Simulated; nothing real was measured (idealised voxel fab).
Process module, titled voxel local oxidation
Section cut is 250 nm wide and gridded with 5 nm square cells.
Bands, listed from the top down, are how a cross-section gets written in this document; the cross-section itself is a grid of square cells, and a band is one or more rows of them.
Top height, bottom height, nm. Materials left to right, width each, nm. Single material + "full width" = fills band edge to edge. "blank" = empty.
Heads up on the height convention: 0 is the point under which the incoming wafer is all one material, and the lowest band has no bottom, it just keeps going down, like "z 0 and below".
The notation "30..40" denotes a width that varies across the rows of cells in the band, beginning at the first number in the top row, finishing at the second number in the bottom row, and changing by an identical amount from each row to the next.
Where a step carries "everything unchanged", the cross-section came out of it unchanged, cell for cell.
"Sealed voids" contains a list of empty spaces, each no smaller than 8 cells and without an open way to the top, written in the form width x height at distance with the distance from the left edge and all three in nm.
Formally, on a step line, whatever follows the settings is a remark that the simulator itself makes on the step.
When a step includes a mask, the "overlay nm" setting on its line states how far to the right of its planned place that mask lay, and negative values state how far to the left.
## Listed below are the process steps as planned
1 RECEIVE, material Si
2 CONFORMAL_DEP, material SiO2, thk nm 5
3 CONFORMAL_DEP, material SiN, thk nm 15
4 DIRECTIONAL_DEP, material aC, thk nm 15
5 PATTERN, tone cover, mask id ACTIVE, material resist, width nm 125, thk nm 35, overlay nm -15
6 DIRECTIONAL_ETCH, etch materials aC, depth nm 15
7 STRIP, etch materials resist
8 DIRECTIONAL_ETCH, etch materials SiN, depth nm 15
9 STRIP, etch materials aC
10 SELECTIVE_ETCH, etch materials SiO2, depth nm 5
11 OXIDIZE, depth nm 15
12 STRIP, etch materials SiN
It is noted that the wafers described herein are identical at the outset and are distinguished by the overlay nm of step 5; the value stated in the plan corresponds to the first wafer.
## As-received cross-section, first of several wafers, post step 1
* z 0 and below | Si full width
* Sealed voids: none
## Per-wafer rows below. For each material: cells gained (+) or lost (-) since the wafer was received, as of end of module. Then: closed voids
overlay nm -15, -99 Si, +122 SiO2, Sealed voids: none
overlay nm -10, -99 Si, +122 SiO2, Sealed voids: none
overlay nm -5, -99 Si, +122 SiO2, Sealed voids: none
overlay nm 0, -99 Si, +122 SiO2, Sealed voids: none
overlay nm 5, -99 Si, +122 SiO2, Sealed voids: none
overlay nm 10, -99 Si, +122 SiO2, Sealed voids: none
overlay nm 15, -99 Si, +122 SiO2, Sealed voids: none
